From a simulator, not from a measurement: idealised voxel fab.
Process module in this document: voxel capacitor over wiring
The cross-section on display is named cut; it measures 250 nm wide, and its cells are 5 nm squares.
Think of the cross-section as a grid of square cells. We describe it in bands, top to bottom, and each band covers one or more rows of those cells.
In this notation a band is specified by the heights of its top and bottom, in that order and in nm, after which its materials appear from left to right, each paired with its width in nm. The word "edge to edge" attached to a single material means that material fills the band from edge to edge; the word "air" stands for empty space.
Heights from 0 (as-received wafer is one material below). Bottom band endless downward, as "0 and below".
Think of "30 to 40" as a width that walks from the first number to the second as you go down the band, top row to bottom row, taking equal-sized steps from row to row.
When a step is marked "nothing different", none of the cells in the cross-section changed during that step.
The entry titled "Entrapped void list" provides the empty spaces that have no open way to the top, restricted to those of 8 cells or more. Each is presented as width x height at distance, the distance being measured from the left edge, with all three in nm.
Read whatever lies past the settings on a step's line as the simulator's own remark about the step.
"overlay nm" denotes, for a step that has a mask, the displacement of the mask to the right of its planned place, with negative values corresponding to the left.

Planned step list for the process:
| 1 | RECEIVE: material Si |
| 2 | CONFORMAL_DEP: material SiO2, thk nm 10 |
| 3 | CONFORMAL_DEP: material SiN, thk nm 5 |
| 4 | DIRECTIONAL_DEP: material lowk, thk nm 20 |
| 5 | PATTERN: tone open, mask id METAL_1, material resist, width nm 20, pitch nm 90, thk nm 15, overlay nm 0 |
| 6 | DIRECTIONAL_ETCH: etch materials lowk, depth nm 20 |
| 7 | DIRECTIONAL_ETCH: etch materials SiN, depth nm 5 |
| 8 | STRIP: etch materials resist |
| 9 | CONFORMAL_DEP: material TiN, thk nm 5 |
| 10 | FILL_DEP: material Ru, thk nm 10 |
| 11 | CMP: height nm 35 |
| 12 | EPI: material Ru, thk nm 5 |
| 13 | FILL_DEP: material SiCN, thk nm 5 |
| 14 | DIRECTIONAL_DEP: material SiO2, thk nm 15 |
| 15 | PATTERN: tone open, mask id PLUG_1, material resist, width nm 15, thk nm 15, overlay nm 0 |
| 16 | DIRECTIONAL_ETCH: etch materials SiO2, depth nm 15 |
| 17 | DIRECTIONAL_ETCH: etch materials SiCN, depth nm 5 |
| 18 | STRIP: etch materials resist |
| 19 | EPI: material Ru, thk nm 10 |
| 20 | EPI: material Ru, thk nm 10 |
| 21 | DIRECTIONAL_DEP: material TiN, thk nm 10 |
| 22 | DIRECTIONAL_DEP: material SiN, thk nm 5 |
| 23 | DIRECTIONAL_DEP: material TiN, thk nm 10 |
| 24 | PATTERN: tone cover, mask id UPPER_PLATE, material resist, width nm 75, thk nm 20, overlay nm 0 |
| 25 | DIRECTIONAL_ETCH: etch materials TiN, depth nm 10 |
| 26 | DIRECTIONAL_ETCH: etch materials SiN, depth nm 5 |
| 27 | STRIP: etch materials resist |
| 28 | PATTERN: tone cover, mask id LOWER_PLATE, material resist, width nm 85, thk nm 15, overlay nm 0 |
| 29 | DIRECTIONAL_ETCH: etch materials TiN, depth nm 10 |
| 30 | STRIP: etch materials resist |
| 31 | FILL_DEP: material SiO2, thk nm 15 |
| 32 | CMP: height nm 95 |
| 33 | PATTERN: tone open, mask id PLUG_2, material resist, width nm 15, thk nm 15, overlay nm 0 |
| 34 | DIRECTIONAL_ETCH: etch materials SiO2, depth nm 10 |
| 35 | STRIP: etch materials resist |
| 36 | CONFORMAL_DEP: material TiN, thk nm 5 |
| 37 | FILL_DEP: material Ru, thk nm 5 |
| 38 | CMP: height nm 95 |
| 39 | CONFORMAL_DEP: material SiN, thk nm 5 |
Among the wafers covered here, the point of difference is the width nm at step 15; their starting state is shared, and the plan presents the value of the first wafer.

The first of several wafers as received, shown in cross-section; this is its state after step 1:
* 0 and below: Si edge to edge
* Entrapped void list: none

Row per wafer, end-of-module: cell gain (+)/loss (-) by material since the wafer came in, then closed voids:
width nm 15, +41 Ru, +85 SiCN, +107 SiN, +506 SiO2, +93 TiN, +168 lowk, Entrapped void list: none
width nm 20, +45 Ru, +84 SiCN, +107 SiN, +503 SiO2, +93 TiN, +168 lowk, Entrapped void list: none
width nm 25, +49 Ru, +83 SiCN, +107 SiN, +500 SiO2, +93 TiN, +168 lowk, Entrapped void list: none
width nm 30, +53 Ru, +82 SiCN, +107 SiN, +497 SiO2, +93 TiN, +168 lowk, Entrapped void list: none
